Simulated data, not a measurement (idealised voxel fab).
The process module presented herein is designated voxel double patterning.
For reference, the cross-section in this document is cut, with width 255 nm and square cells of 5 nm.
Heads up, the way a cross-section reads in here is a grid of square cells, handed over as bands from the top down, with every band being one or more rows of cells.
The band entry comprises the height of the band's top followed by the height of its bottom, expressed in nm, and subsequently the band's materials from left to right, each stated together with its width in nm. Where a single material is marked with the word "throughout", that material fills the band from edge to edge. The word "empty" represents empty space.
Note: height 0 marks the level under which the wafer is uniformly one material as received. Lowest band unbounded below, written "z 0 and below".
The width entry "30->40" should be interpreted row by row: the top row of cells in the band takes the first number, the bottom row takes the second number, and the change between adjacent rows is uniform throughout.
You'll sometimes find "nothing changed" written for a step, and that's the way of saying that nowhere in the cross-section did a cell change during that step.
"Sealed-off cavities" means: voids of 8 cells or more that are shut off from the top with no open way through. Written width x height at distance, distance from the left edge, in nm.
On each step's line, the part that comes after the settings is the simulator's own comment on the step.
"overlay nm", when on a step's line for a step with a mask, measures how far to the right of its planned place the mask lay; a negative measure means to the left.

Process steps - plan:
1. RECEIVE (material Si)
2. CONFORMAL_DEP (material SiO2; thk nm 5)
3. DIRECTIONAL_DEP (material TiN; thk nm 10)
4. DIRECTIONAL_DEP (material SiCN; thk nm 5)
5. PATTERN (tone open; mask id FIRST; material resist; width nm 15; pitch nm 50; thk nm 15; overlay nm 0)
6. DIRECTIONAL_ETCH (etch materials SiCN; depth nm 5)
7. STRIP (etch materials resist)
8. MASKED_ETCH (tone open; mask id SECOND; width nm 15; etch materials SiCN; depth nm 5; overlay nm 0)
9. DIRECTIONAL_ETCH (etch materials TiN; depth nm 10)
10. STRIP (etch materials SiCN)

As-received wafer cross-section (after step 1):
* z 0 and below  Si throughout
* Sealed-off cavities: none

Cross-sectional image of the first of two wafers at the end of the module, the run having proceeded as planned:
* z 15 to 5  95 of TiN / 15 of empty / 10 of TiN / 15 of empty / 10 of TiN / 15 of empty / 95 of TiN
* z 5 to 0  SiO2 throughout
* z 0 and below  Si throughout
* Sealed-off cavities: none

Second wafer cross-section at end of module - shared start and plan with the first, one mistake in the run:
* z 10 to 5  95 of TiN / 15 of empty / 10 of TiN / 15 of empty / 10 of TiN / 15 of empty / 95 of TiN
* z 5 to 0  SiO2 throughout
* z 0 and below  Si throughout
* Sealed-off cavities: none
what went wrong: step 3 deviated from plan and actually ran as DIRECTIONAL_DEP (material TiN; thk nm 5)
Final tally in cells, some materials are higher or lower on the second wafer than on the first: 42 fewer of TiN
